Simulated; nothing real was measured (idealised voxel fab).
The process module presented herein is designated voxel air gaps.
FYI the section here is cut, 270 nm wide, cells are 5 nm squares.
A cross-section is a grid of square cells, given in bands from the top down. A band is one or more rows of cells.
Quick guide to a band line: top height, bottom height (nm) up front; then every material left to right with its width in nm. Only one material and it's marked "full width"? Then it fills the band edge to edge. And "blank" just means empty space.
Where do heights start? At 0: under that level the wafer as delivered is made of one material only. And the lowest band has no floor; it just carries on downward, as in "0 nm and below".
Note: "30..40" means the width goes from the first number (top row of the band) to the second number (bottom row) in equal steps per row of cells.
"no alteration" (step): cross-section cells unchanged, all of them.
"Closed cavities" contains a list of empty spaces, each no smaller than 8 cells and without an open way to the top, written in the form width x height at distance with the distance from the left edge and all three in nm.
If you see something after the settings on a step's line, that's the simulator's own remark about that step.
overlay nm: how far to the right of its planned place the mask lay on this masked step (negative: to the left).
Listed below are the process steps as planned
1. RECEIVE | material Si
2. CONFORMAL_DEP | material SiO2 | thk nm 10
3. CONFORMAL_DEP | material SiN | thk nm 5
4. DIRECTIONAL_DEP | material lowk | thk nm 30
5. PATTERN | tone open | mask id LINES | material resist | width nm 20 | pitch nm 45 | thk nm 20 | overlay nm 0
6. DIRECTIONAL_ETCH | etch materials lowk | depth nm 30
7. STRIP | etch materials resist
8. CONFORMAL_DEP | material TiN | thk nm 5
9. FILL_DEP | material Ru | thk nm 10
10. CMP | height nm 45
11. EPI | material Ru | thk nm 10
12. SELECTIVE_ETCH | etch materials lowk | depth nm 40
13. CONFORMAL_DEP | material SiCN | thk nm 5
Below: the first of two wafers, run as planned
as received, after step 1
  0 nm and below  Si full width
  Closed cavities: none
Sectional view: wafer, after step 2
  10 nm to 0 nm  SiO2 full width
  At heights below 0, the structure remains unaltered.
Sectional view: wafer, after step 3
  15 nm to 10 nm  SiN full width
  At heights below 10, the structure remains unaltered.
Sectional view: wafer, after step 4
  45 nm to 15 nm  lowk full width
  At heights below 15, the structure remains unaltered.
Sectional view: wafer, after step 5
  65 nm to 45 nm  resist=80, then blank=20, then resist=25, then blank=20, then resist=25, then blank=20, then resist=80
  At heights below 45, the structure remains unaltered.
Sectional view: wafer, after step 6
  65 nm to 45 nm  resist=80, then blank=20, then resist=25, then blank=20, then resist=25, then blank=20, then resist=80
  45 nm to 15 nm  lowk=80, then blank=20, then lowk=25, then blank=20, then lowk=25, then blank=20, then lowk=80
  At heights below 15, the structure remains unaltered.
Sectional view: wafer, after step 7
  45 nm to 15 nm  lowk=80, then blank=20, then lowk=25, then blank=20, then lowk=25, then blank=20, then lowk=80
  At heights below 15, the structure remains unaltered.
Sectional view: wafer, after step 8
  50 nm to 45 nm  TiN=85, then blank=10, then TiN=35, then blank=10, then TiN=35, then blank=10, then TiN=85
  45 nm to 20 nm  lowk=80, then TiN=5, then blank=10, then TiN=5, then lowk=25, then TiN=5, then blank=10, then TiN=5, then lowk=25, then TiN=5, then blank=10, then TiN=5, then lowk=80
  20 nm to 15 nm  lowk=80, then TiN=20, then lowk=25, then TiN=20, then lowk=25, then TiN=20, then lowk=80
  At heights below 15, the structure remains unaltered.
Sectional view: wafer, after step 9
  60 nm to 50 nm  Ru full width
  50 nm to 45 nm  TiN=85, then Ru=10, then TiN=35, then Ru=10, then TiN=35, then Ru=10, then TiN=85
  45 nm to 20 nm  lowk=80, then TiN=5, then Ru=10, then TiN=5, then lowk=25, then TiN=5, then Ru=10, then TiN=5, then lowk=25, then TiN=5, then Ru=10, then TiN=5, then lowk=80
  At heights below 20, the structure remains unaltered.
Sectional view: wafer, after step 10
  45 nm to 20 nm  lowk=80, then TiN=5, then Ru=10, then TiN=5, then lowk=25, then TiN=5, then Ru=10, then TiN=5, then lowk=25, then TiN=5, then Ru=10, then TiN=5, then lowk=80
  At heights below 20, the structure remains unaltered.
Sectional view: wafer, after step 11
  55 nm to 45 nm  blank=70, then Ru=40, then blank=5, then Ru=40, then blank=5, then Ru=40, then blank=70
  At heights below 45, the structure remains unaltered.
Sectional view: wafer, after step 12
  55 nm to 45 nm  blank=70, then Ru=40, then blank=5, then Ru=40, then blank=5, then Ru=40, then blank=70
  45 nm to 20 nm  blank=80, then TiN=5, then Ru=10, then TiN=5, then blank=25, then TiN=5, then Ru=10, then TiN=5, then blank=25, then TiN=5, then Ru=10, then TiN=5, then blank=80
  20 nm to 15 nm  blank=80, then TiN=20, then blank=25, then TiN=20, then blank=25, then TiN=20, then blank=80
  At heights below 15, the structure remains unaltered.
Sectional view: wafer, after step 13
  60 nm to 55 nm  blank=65, then SiCN=140, then blank=65
  55 nm to 45 nm  blank=65, then SiCN=5, then Ru=40, then SiCN=5, then Ru=40, then SiCN=5, then Ru=40, then SiCN=5, then blank=65
  45 nm to 40 nm  blank=65, then SiCN=15, then TiN=5, then Ru=10, then TiN=5, then SiCN=25, then TiN=5, then Ru=10, then TiN=5, then SiCN=25, then TiN=5, then Ru=10, then TiN=5, then SiCN=15, then blank=65
  40 nm to 20 nm  blank=75, then SiCN=5, then TiN=5, then Ru=10, then TiN=5, then SiCN=5, then blank=15, then SiCN=5, then TiN=5, then Ru=10, then TiN=5, then SiCN=5, then blank=15, then SiCN=5, then TiN=5, then Ru=10, then TiN=5, then SiCN=5, then blank=75
  20 nm to 15 nm  SiCN=80, then TiN=20, then SiCN=25, then TiN=20, then SiCN=25, then TiN=20, then SiCN=80
  At heights below 15, the structure remains unaltered.
  Closed cavities: 15 x 20 at 105; 15 x 20 at 150
For the second wafer, take the first wafer's start and plan, then add one mistake made in running it; everything through step 9, that step included, is shared with the first
The second wafer cut through, at the time step 10 was supposed to be finished: no alteration
The second wafer cut through, at the time step 11 was supposed to be finished
  70 nm to 50 nm  Ru full width
  At heights below 50, the structure remains unaltered.
The second wafer cut through, at the time step 12 was supposed to be finished: no alteration
The second wafer cut through, at the time step 13 was supposed to be finished
  75 nm to 70 nm  SiCN full width
  At heights below 70, the structure remains unaltered.
What was done differently from what was planned? step 10 was left out
Looking at both finished wafers in cells, the second ends up ahead of or behind the first on some materials: Ru: 174 more | SiCN: 64 fewer | TiN: 48 more | lowk: 252 more
Final observation: first wafer, 2 closed voids; second wafer, 0 closed voids.
